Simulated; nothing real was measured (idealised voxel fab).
process module | voxel self aligned contacts
FYI the section here is cut, 230 nm wide, cells are 5 nm squares.
Throughout this document, each cross-section is represented as a grid of square cells and is presented as a sequence of bands enumerated from the top downward, where a band comprises one or more rows of cells.
First you get the band's top height and its bottom height, in nm, and then the materials it's made of, left to right, with each width in nm. If you see a single material with "throughout", that one covers the band edge to edge. "air" is empty space.
For the purposes of this specification, 0 denotes the height below which the wafer in its as-received condition is composed wholly of one material, and the lowermost band, lacking a lower limit, extends downward without end, as expressed in "0 down".
A width given as "30->40" starts at the first number in the band's top row and ends at the second number in its bottom row, shifting by an equal amount at every step from row to row.
"left unchanged" (step): cross-section cells unchanged, all of them.
Voids lacking openings: empty space of 8 cells or more with no open way to the top, each as width x height at its distance from the left edge, in nm
If you see something after the settings on a step's line, that's the simulator's own remark about that step.
Steps that use a mask can have "overlay nm" on their line. It says how far the mask sat to the right of where it was meant to be. Negative means to the left.
**This section lists the process steps that were planned**
1. RECEIVE [material Si]
2. CONFORMAL_DEP [material SiO2] [thk nm 5]
3. DIRECTIONAL_DEP [material polySi] [thk nm 30]
4. DIRECTIONAL_DEP [material SiN] [thk nm 20]
5. PATTERN [tone cover] [mask id GATE] [material resist] [width nm 35] [pitch nm 60] [thk nm 15] [overlay nm 0]
6. DIRECTIONAL_ETCH [etch materials SiN] [depth nm 20]
7. DIRECTIONAL_ETCH [etch materials polySi] [depth nm 30]
8. STRIP [etch materials resist]
9. CONFORMAL_DEP [material SiN] [thk nm 5]
10. DIRECTIONAL_ETCH [etch materials SiN] [depth nm 5]
11. FILL_DEP [material SiO2] [thk nm 20]
12. CMP [height nm 65]
13. PATTERN [tone open] [mask id CONTACT] [material resist] [width nm 35] [thk nm 15] [overlay nm 0]
14. DIRECTIONAL_ETCH [etch materials SiO2] [depth nm 65]
15. STRIP [etch materials resist]
16. CONFORMAL_DEP [material TiN] [thk nm 5]
17. FILL_DEP [material Ru] [thk nm 10]
18. CMP [height nm 65]
19. CONFORMAL_DEP [material SiCN] [thk nm 5]
**First out of two wafers; run went to plan**
**The cross-section here shows the wafer as received, i.e. in its state after step 1**
* 0 down: Si throughout
* Voids lacking openings: none
**The wafer, seen in cross-section, after step 2**
* 5 to 0: SiO2 throughout
* Rest of section, below 0: as before.
**The wafer, seen in cross-section, after step 3**
* 35 to 5: polySi throughout
* Rest of section, below 5: as before.
**The wafer, seen in cross-section, after step 4**
* 55 to 35: SiN throughout
* Rest of section, below 35: as before.
**The wafer, seen in cross-section, after step 5**
* 70 to 55: 65 air | 35 resist | 25 air | 35 resist | 70 air
* Rest of section, below 55: as before.
**The wafer, seen in cross-section, after step 6**
* 70 to 55: 65 air | 35 resist | 25 air | 35 resist | 70 air
* 55 to 35: 65 air | 35 SiN | 25 air | 35 SiN | 70 air
* Rest of section, below 35: as before.
**The wafer, seen in cross-section, after step 7**
* 70 to 55: 65 air | 35 resist | 25 air | 35 resist | 70 air
* 55 to 35: 65 air | 35 SiN | 25 air | 35 SiN | 70 air
* 35 to 5: 65 air | 35 polySi | 25 air | 35 polySi | 70 air
* Rest of section, below 5: as before.
**The wafer, seen in cross-section, after step 8**
* 55 to 35: 65 air | 35 SiN | 25 air | 35 SiN | 70 air
* Rest of section, below 35: as before.
**The wafer, seen in cross-section, after step 9**
* 60 to 35: 60 air | 45 SiN | 15 air | 45 SiN | 65 air
* 35 to 10: 60 air | 5 SiN | 35 polySi | 5 SiN | 15 air | 5 SiN | 35 polySi | 5 SiN | 65 air
* 10 to 5: 65 SiN | 35 polySi | 25 SiN | 35 polySi | 70 SiN
* Rest of section, below 5: as before.
**The wafer, seen in cross-section, after step 10**
* 55 to 35: 60 air | 45 SiN | 15 air | 45 SiN | 65 air
* 35 to 5: 60 air | 5 SiN | 35 polySi | 5 SiN | 15 air | 5 SiN | 35 polySi | 5 SiN | 65 air
* Rest of section, below 5: as before.
**The wafer, seen in cross-section, after step 11**
* 75 to 55: SiO2 throughout
* 55 to 35: 60 SiO2 | 45 SiN | 15 SiO2 | 45 SiN | 65 SiO2
* 35 to 5: 60 SiO2 | 5 SiN | 35 polySi | 5 SiN | 15 SiO2 | 5 SiN | 35 polySi | 5 SiN | 65 SiO2
* Rest of section, below 5: as before.
**The wafer, seen in cross-section, after step 12**
* 65 to 55: SiO2 throughout
* Rest of section, below 55: as before.
**The wafer, seen in cross-section, after step 13**
* 80 to 65: 95 resist | 35 air | 100 resist
* Rest of section, below 65: as before.
**The wafer, seen in cross-section, after step 14**
* 80 to 65: 95 resist | 35 air | 100 resist
* 65 to 55: 95 SiO2 | 35 air | 100 SiO2
* 55 to 35: 60 SiO2 | 45 SiN | 15 air | 45 SiN | 65 SiO2
* 35 to 5: 60 SiO2 | 5 SiN | 35 polySi | 5 SiN | 15 air | 5 SiN | 35 polySi | 5 SiN | 65 SiO2
* 5 to 0: 105 SiO2 | 15 air | 110 SiO2
* Rest of section, below 0: as before.
**The wafer, seen in cross-section, after step 15**
* 65 to 55: 95 SiO2 | 35 air | 100 SiO2
* Rest of section, below 55: as before.
**The wafer, seen in cross-section, after step 16**
* 70 to 65: 100 TiN | 25 air | 105 TiN
* 65 to 55: 95 SiO2 | 5->15 TiN | 25->5 air | 5->15 TiN | 100 SiO2
* 55 to 35: 60 SiO2 | 45 SiN | 5 TiN | 5 air | 5 TiN | 45 SiN | 65 SiO2
* 35 to 5: 60 SiO2 | 5 SiN | 35 polySi | 5 SiN | 5 TiN | 5 air | 5 TiN | 5 SiN | 35 polySi | 5 SiN | 65 SiO2
* 5 to 0: 105 SiO2 | 15 TiN | 110 SiO2
* Rest of section, below 0: as before.
**The wafer, seen in cross-section, after step 17**
* 80 to 70: Ru throughout
* 70 to 65: 100 TiN | 25 Ru | 105 TiN
* 65 to 55: 95 SiO2 | 5->15 TiN | 25->5 Ru | 5->15 TiN | 100 SiO2
* 55 to 35: 60 SiO2 | 45 SiN | 5 TiN | 5 Ru | 5 TiN | 45 SiN | 65 SiO2
* 35 to 5: 60 SiO2 | 5 SiN | 35 polySi | 5 SiN | 5 TiN | 5 Ru | 5 TiN | 5 SiN | 35 polySi | 5 SiN | 65 SiO2
* Rest of section, below 5: as before.
**The wafer, seen in cross-section, after step 18**
* 65 to 55: 95 SiO2 | 5->15 TiN | 25->5 Ru | 5->15 TiN | 100 SiO2
* Rest of section, below 55: as before.
**The wafer, seen in cross-section, after step 19**
* 70 to 65: SiCN throughout
* Rest of section, below 65: as before.
**The second wafer was prepared from the same starting point and under the same plan as the first; its processing contained one mistake, and it remains indistinguishable from the first wafer up to and including step 11**
**Cross-sectional view of the second wafer at the intended end time of process step 12**
* 55 to 35: 60 SiO2 | 45 SiN | 15 SiO2 | 45 SiN | 65 SiO2
* Rest of section, below 35: as before.
**Cross-sectional view of the second wafer at the intended end time of process step 13**
* 70 to 55: 95 resist | 35 air | 100 resist
* Rest of section, below 55: as before.
**Cross-sectional view of the second wafer at the intended end time of process step 14**
* 70 to 55: 95 resist | 35 air | 100 resist
* 55 to 35: 60 SiO2 | 45 SiN | 15 air | 45 SiN | 65 SiO2
* 35 to 5: 60 SiO2 | 5 SiN | 35 polySi | 5 SiN | 15 air | 5 SiN | 35 polySi | 5 SiN | 65 SiO2
* 5 to 0: 105 SiO2 | 15 air | 110 SiO2
* Rest of section, below 0: as before.
**Cross-sectional view of the second wafer at the intended end time of process step 15**
* 55 to 35: 60 SiO2 | 45 SiN | 15 air | 45 SiN | 65 SiO2
* Rest of section, below 35: as before.
**Cross-sectional view of the second wafer at the intended end time of process step 16**
* 60 to 55: 110 TiN | 5 air | 115 TiN
* 55 to 35: 60 SiO2 | 45 SiN | 5 TiN | 5 air | 5 TiN | 45 SiN | 65 SiO2
* 35 to 5: 60 SiO2 | 5 SiN | 35 polySi | 5 SiN | 5 TiN | 5 air | 5 TiN | 5 SiN | 35 polySi | 5 SiN | 65 SiO2
* 5 to 0: 105 SiO2 | 15 TiN | 110 SiO2
* Rest of section, below 0: as before.
**Cross-sectional view of the second wafer at the intended end time of process step 17**
* 70 to 60: Ru throughout
* 60 to 55: 110 TiN | 5 Ru | 115 TiN
* 55 to 35: 60 SiO2 | 45 SiN | 5 TiN | 5 Ru | 5 TiN | 45 SiN | 65 SiO2
* 35 to 5: 60 SiO2 | 5 SiN | 35 polySi | 5 SiN | 5 TiN | 5 Ru | 5 TiN | 5 SiN | 35 polySi | 5 SiN | 65 SiO2
* Rest of section, below 5: as before.
**Cross-sectional view of the second wafer at the intended end time of process step 18**
* 65 to 60: Ru throughout
* Rest of section, below 60: as before.
**Cross-sectional view of the second wafer at the intended end time of process step 19**
* 70 to 65: SiCN throughout
* Rest of section, below 65: as before.
Processing error: heads up, step 12 didn't go per plan, it actually ran as CMP [height nm 55]
at the end the second wafer has, in cells: Ru: 41 more; SiO2: 78 fewer; TiN: 37 more
